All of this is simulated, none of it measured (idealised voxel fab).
Process module name: voxel self aligned contacts
FYI the section here is cut, 295 nm wide, cells are 5 nm squares.
Reading order for cross-sections: top band down to bottom band. Underlying form: a grid of square cells. Band size: one or more rows of cells. Per band: top height and bottom height in nm, followed by the left-to-right materials and their widths in nm; "full width" marks a single material spanning edge to edge, "air" marks empty space. Measure heights from 0. That's the level where, below it, the as-received wafer is all one material. The lowest band is bottomless and extends downward; write it as in "top 0, no bottom". Think of "30..40" as a width that walks from the first number to the second as you go down the band, top row to bottom row, taking equal-sized steps from row to row. You'll sometimes find "remained the same" written for a step, and that's the way of saying that nowhere in the cross-section did a cell change during that step. For the entry "Closed internal cavities", the listed items are empty spaces with no open way to the top whose size is 8 cells or more; each item follows the pattern width x height at distance, where distance is from the left edge and all three are in nm. Whatever follows a step's settings on its line is a remark the simulator itself makes about that step. overlay nm: right-of-plan distance of the mask on a masked step; negative values mean left-of-plan.

-- The planned process steps are enumerated hereunder
1,RECEIVE with material Si
2,CONFORMAL_DEP with material SiO2, thk nm 5
3,DIRECTIONAL_DEP with material polySi, thk nm 30
4,DIRECTIONAL_DEP with material SiN, thk nm 25
5,MASKED_ETCH with tone cover, mask id GATE, width nm 30, pitch nm 75, etch materials SiN, depth nm 25, overlay nm 0
6,MASKED_ETCH with tone cover, mask id GATE, width nm 30, pitch nm 75, etch materials polySi, depth nm 30, overlay nm 0
7,CONFORMAL_DEP with material SiN, thk nm 10
8,DIRECTIONAL_ETCH with etch materials SiN, depth nm 10
9,FILL_DEP with material SiO2, thk nm 15
10,CMP with height nm 65
11,PATTERN with tone open, mask id CONTACT, material resist, width nm 55, pitch nm 75, thk nm 15, overlay nm 0
12,DIRECTIONAL_ETCH with etch materials SiO2, depth nm 65
13,STRIP with etch materials resist
14,CONFORMAL_DEP with material TiN, thk nm 5
15,FILL_DEP with material W, thk nm 10
16,CMP with height nm 65
17,CONFORMAL_DEP with material SiCN, thk nm 5

-- The first of the two wafers, which ran as planned

-- Cross-section, incoming material, after step 1
- top 0, no bottom  Si full width
- Closed internal cavities: none

-- Step 2 complete: cross-section through the wafer
- top 5, bottom 0  SiO2 full width
- below 0: unchanged

-- Step 3 complete: cross-section through the wafer
- top 35, bottom 5  polySi full width
- below 5: unchanged

-- Step 4 complete: cross-section through the wafer
- top 60, bottom 35  SiN full width
- below 35: unchanged

-- Step 5 complete: cross-section through the wafer
- top 60, bottom 35  air: 55 | SiN: 30 | air: 45 | SiN: 30 | air: 45 | SiN: 30 | air: 60
- below 35: unchanged

-- Step 6 complete: cross-section through the wafer
- top 60, bottom 35  air: 55 | SiN: 30 | air: 45 | SiN: 30 | air: 45 | SiN: 30 | air: 60
- top 35, bottom 5  air: 55 | polySi: 30 | air: 45 | polySi: 30 | air: 45 | polySi: 30 | air: 60
- below 5: unchanged

-- Step 7 complete: cross-section through the wafer
- top 70, bottom 35  air: 45 | SiN: 50 | air: 25 | SiN: 50 | air: 25 | SiN: 50 | air: 50
- top 35, bottom 15  air: 45 | SiN: 10 | polySi: 30 | SiN: 10 | air: 25 | SiN: 10 | polySi: 30 | SiN: 10 | air: 25 | SiN: 10 | polySi: 30 | SiN: 10 | air: 50
- top 15, bottom 5  SiN: 55 | polySi: 30 | SiN: 45 | polySi: 30 | SiN: 45 | polySi: 30 | SiN: 60
- below 5: unchanged

-- Step 8 complete: cross-section through the wafer
- top 60, bottom 35  air: 45 | SiN: 50 | air: 25 | SiN: 50 | air: 25 | SiN: 50 | air: 50
- top 35, bottom 5  air: 45 | SiN: 10 | polySi: 30 | SiN: 10 | air: 25 | SiN: 10 | polySi: 30 | SiN: 10 | air: 25 | SiN: 10 | polySi: 30 | SiN: 10 | air: 50
- below 5: unchanged

-- Step 9 complete: cross-section through the wafer
- top 75, bottom 60  SiO2 full width
- top 60, bottom 35  SiO2: 45 | SiN: 50 | SiO2: 25 | SiN: 50 | SiO2: 25 | SiN: 50 | SiO2: 50
- top 35, bottom 5  SiO2: 45 | SiN: 10 | polySi: 30 | SiN: 10 | SiO2: 25 | SiN: 10 | polySi: 30 | SiN: 10 | SiO2: 25 | SiN: 10 | polySi: 30 | SiN: 10 | SiO2: 50
- below 5: unchanged

-- Step 10 complete: cross-section through the wafer
- top 65, bottom 60  SiO2 full width
- below 60: unchanged

-- Step 11 complete: cross-section through the wafer
- top 80, bottom 65  resist: 80 | air: 55 | resist: 20 | air: 55 | resist: 85
- below 65: unchanged

-- Step 12 complete: cross-section through the wafer
- top 80, bottom 65  resist: 80 | air: 55 | resist: 20 | air: 55 | resist: 85
- top 65, bottom 60  SiO2: 80 | air: 55 | SiO2: 20 | air: 55 | SiO2: 85
- top 60, bottom 35  SiO2: 45 | SiN: 50 | air: 25 | SiN: 50 | air: 25 | SiN: 50 | SiO2: 50
- top 35, bottom 5  SiO2: 45 | SiN: 10 | polySi: 30 | SiN: 10 | air: 25 | SiN: 10 | polySi: 30 | SiN: 10 | air: 25 | SiN: 10 | polySi: 30 | SiN: 10 | SiO2: 50
- top 5, bottom 0  SiO2: 95 | air: 25 | SiO2: 50 | air: 25 | SiO2: 100
- below 0: unchanged

-- Step 13 complete: cross-section through the wafer
- top 65, bottom 60  SiO2: 80 | air: 55 | SiO2: 20 | air: 55 | SiO2: 85
- below 60: unchanged

-- Step 14 complete: cross-section through the wafer
- top 70, bottom 65  TiN: 85 | air: 45 | TiN: 30 | air: 45 | TiN: 90
- top 65, bottom 60  SiO2: 80 | TiN: 20 | air: 15 | TiN: 20 | SiO2: 20 | TiN: 20 | air: 15 | TiN: 20 | SiO2: 85
- top 60, bottom 35  SiO2: 45 | SiN: 50 | TiN: 5 | air: 15 | TiN: 5 | SiN: 50 | TiN: 5 | air: 15 | TiN: 5 | SiN: 50 | SiO2: 50
- top 35, bottom 5  SiO2: 45 | SiN: 10 | polySi: 30 | SiN: 10 | TiN: 5 | air: 15 | TiN: 5 | SiN: 10 | polySi: 30 | SiN: 10 | TiN: 5 | air: 15 | TiN: 5 | SiN: 10 | polySi: 30 | SiN: 10 | SiO2: 50
- top 5, bottom 0  SiO2: 95 | TiN: 25 | SiO2: 50 | TiN: 25 | SiO2: 100
- below 0: unchanged

-- Step 15 complete: cross-section through the wafer
- top 80, bottom 70  W full width
- top 70, bottom 65  TiN: 85 | W: 45 | TiN: 30 | W: 45 | TiN: 90
- top 65, bottom 60  SiO2: 80 | TiN: 20 | W: 15 | TiN: 20 | SiO2: 20 | TiN: 20 | W: 15 | TiN: 20 | SiO2: 85
- top 60, bottom 35  SiO2: 45 | SiN: 50 | TiN: 5 | W: 15 | TiN: 5 | SiN: 50 | TiN: 5 | W: 15 | TiN: 5 | SiN: 50 | SiO2: 50
- top 35, bottom 5  SiO2: 45 | SiN: 10 | polySi: 30 | SiN: 10 | TiN: 5 | W: 15 | TiN: 5 | SiN: 10 | polySi: 30 | SiN: 10 | TiN: 5 | W: 15 | TiN: 5 | SiN: 10 | polySi: 30 | SiN: 10 | SiO2: 50
- below 5: unchanged

-- Step 16 complete: cross-section through the wafer
- top 65, bottom 60  SiO2: 80 | TiN: 20 | W: 15 | TiN: 20 | SiO2: 20 | TiN: 20 | W: 15 | TiN: 20 | SiO2: 85
- below 60: unchanged

-- Step 17 complete: cross-section through the wafer
- top 70, bottom 65  SiCN full width
- below 65: unchanged

-- The second wafer began exactly as the first did and followed the same plan, but one mistake was made while running it; through step 10 inclusive, the two wafers are identical

-- Cross-section of the second wafer corresponding to the planned conclusion of step 11
- top 80, bottom 65  resist: 85 | air: 50 | resist: 25 | air: 50 | resist: 85
- below 65: unchanged

-- Cross-section of the second wafer corresponding to the planned conclusion of step 12
- top 80, bottom 65  resist: 85 | air: 50 | resist: 25 | air: 50 | resist: 85
- top 65, bottom 60  SiO2: 85 | air: 50 | SiO2: 25 | air: 50 | SiO2: 85
- top 60, bottom 35  SiO2: 45 | SiN: 50 | air: 25 | SiN: 50 | air: 25 | SiN: 50 | SiO2: 50
- top 35, bottom 5  SiO2: 45 | SiN: 10 | polySi: 30 | SiN: 10 | air: 25 | SiN: 10 | polySi: 30 | SiN: 10 | air: 25 | SiN: 10 | polySi: 30 | SiN: 10 | SiO2: 50
- top 5, bottom 0  SiO2: 95 | air: 25 | SiO2: 50 | air: 25 | SiO2: 100
- below 0: unchanged

-- Cross-section of the second wafer corresponding to the planned conclusion of step 13
- top 65, bottom 60  SiO2: 85 | air: 50 | SiO2: 25 | air: 50 | SiO2: 85
- below 60: unchanged

-- Cross-section of the second wafer corresponding to the planned conclusion of step 14
- top 70, bottom 65  TiN: 90 | air: 40 | TiN: 35 | air: 40 | TiN: 90
- top 65, bottom 60  SiO2: 85 | TiN: 15 | air: 15 | TiN: 20 | SiO2: 25 | TiN: 15 | air: 15 | TiN: 20 | SiO2: 85
- top 60, bottom 35  SiO2: 45 | SiN: 50 | TiN: 5 | air: 15 | TiN: 5 | SiN: 50 | TiN: 5 | air: 15 | TiN: 5 | SiN: 50 | SiO2: 50
- top 35, bottom 5  SiO2: 45 | SiN: 10 | polySi: 30 | SiN: 10 | TiN: 5 | air: 15 | TiN: 5 | SiN: 10 | polySi: 30 | SiN: 10 | TiN: 5 | air: 15 | TiN: 5 | SiN: 10 | polySi: 30 | SiN: 10 | SiO2: 50
- top 5, bottom 0  SiO2: 95 | TiN: 25 | SiO2: 50 | TiN: 25 | SiO2: 100
- below 0: unchanged

-- Cross-section of the second wafer corresponding to the planned conclusion of step 15
- top 80, bottom 70  W full width
- top 70, bottom 65  TiN: 90 | W: 40 | TiN: 35 | W: 40 | TiN: 90
- top 65, bottom 60  SiO2: 85 | TiN: 15 | W: 15 | TiN: 20 | SiO2: 25 | TiN: 15 | W: 15 | TiN: 20 | SiO2: 85
- top 60, bottom 35  SiO2: 45 | SiN: 50 | TiN: 5 | W: 15 | TiN: 5 | SiN: 50 | TiN: 5 | W: 15 | TiN: 5 | SiN: 50 | SiO2: 50
- top 35, bottom 5  SiO2: 45 | SiN: 10 | polySi: 30 | SiN: 10 | TiN: 5 | W: 15 | TiN: 5 | SiN: 10 | polySi: 30 | SiN: 10 | TiN: 5 | W: 15 | TiN: 5 | SiN: 10 | polySi: 30 | SiN: 10 | SiO2: 50
- below 5: unchanged

-- Cross-section of the second wafer corresponding to the planned conclusion of step 16
- top 65, bottom 60  SiO2: 85 | TiN: 15 | W: 15 | TiN: 20 | SiO2: 25 | TiN: 15 | W: 15 | TiN: 20 | SiO2: 85
- below 60: unchanged

-- Cross-section of the second wafer corresponding to the planned conclusion of step 17
- top 70, bottom 65  SiCN full width
- below 65: unchanged
Deviation from plan: off-plan run, step 11, actual operation and settings PATTERN with tone open, mask id CONTACT, material resist, width nm 50, pitch nm 75, thk nm 15, overlay nm 0
Final tally in cells, some materials are higher or lower on the second wafer than on the first: +2 SiO2, -2 TiN
